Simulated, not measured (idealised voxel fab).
process module | voxel gate over fins
cross-section cut | 145 nm wide | cells 5 nm
A cross-section is a grid of square cells, given in bands from the top down. A band is one or more rows of cells.
Each band's line starts with the height of the band's top and of its bottom, in nm. Then come its materials from left to right, each with its width in nm. One material with "throughout" fills the band from edge to edge. "air" is empty space.
Height 0 is the level under which the wafer as received is all one material. The lowest band goes on downwards, as in "0 down".
A width such as "30 to 40" changes by the same amount from each row of cells to the next, from the band's top row to its bottom row.
"no change" after a step means that no cell of the cross-section changed.
closed voids: empty space of 8 cells or more with no open way to the top, each as width x height at its distance from the left edge, in nm
after a step's settings: what the simulator itself notes on the step
overlay nm, on a step with a mask: how far to the right of its planned place the mask lay; to the left if negative
plan
1 op RECEIVE | material Si
2 op CONFORMAL_DEP | material SiN | thk nm 5
3 op PATTERN | tone cover | mask id FINS | material resist | width nm 15 | pitch nm 50 | thk nm 15 | overlay nm 0
4 op DIRECTIONAL_ETCH | etch materials SiN | depth nm 5
5 op DIRECTIONAL_ETCH | etch materials Si | depth nm 40
6 op STRIP | etch materials resist
7 op FILL_DEP | material SiO2 | thk nm 15
8 op CMP | height nm 5
9 op PATTERN | tone open | mask id RAIL | material resist | width nm 15 | thk nm 15 | overlay nm 0
10 op DIRECTIONAL_ETCH | etch materials SiO2 | depth nm 40
11 op STRIP | etch materials resist
12 op CONFORMAL_DEP | material TiN | thk nm 5
13 op FILL_DEP | material Ru | thk nm 5
14 op CMP | height nm 5
15 op SELECTIVE_ETCH | etch materials W Ru TiN | depth nm 20
16 op FILL_DEP | material SiO2 | thk nm 5
17 op CMP | height nm 5
18 op SELECTIVE_ETCH | etch materials SiO2 | depth nm 15
19 op STRIP | etch materials SiN
20 op CONFORMAL_DEP | material HfO2 | thk nm 5
21 op CONFORMAL_DEP | material TiN | thk nm 5
22 op CONFORMAL_DEP | material TiAl | thk nm 5
23 op CONFORMAL_DEP | material TiN | thk nm 5
24 op FILL_DEP | material W | thk nm 15
25 op CMP | height nm 30
26 op CONFORMAL_DEP | material SiN | thk nm 10
as received, after step 1
  0 down: Si throughout
  closed voids: none
a wafer at the end: this start, this plan, one mistake
  40 to 30: SiN throughout
  30 to 25: TiN throughout
  25 to 20: TiAl throughout
  20 to 15: TiN throughout
  15 to 5: HfO2 45 | TiN 5 | HfO2 45 | TiN 5 | HfO2 45
  5 to 0: HfO2 throughout
  0 to -10: HfO2 15 | Si 15 | HfO2 35 | Si 15 | HfO2 35 | Si 15 | HfO2 15
  -10 to -15: SiO2 15 | Si 15 | SiO2 35 | Si 15 | SiO2 35 | Si 15 | SiO2 15
  -15 to -30: SiO2 15 | Si 15 | SiO2 10 | TiN 5 | Ru 5 | TiN 5 | SiO2 10 | Si 15 | SiO2 35 | Si 15 | SiO2 15
  -30 to -35: SiO2 15 | Si 15 | SiO2 10 | TiN 15 | SiO2 10 | Si 15 | SiO2 35 | Si 15 | SiO2 15
  -35 to -40: SiO2 15 | Si 15 | SiO2 35 | Si 15 | SiO2 35 | Si 15 | SiO2 15
  -40 down: Si throughout
  closed voids: none
what went wrong: step 20 ran as: op CONFORMAL_DEP | material HfO2 | thk nm 15
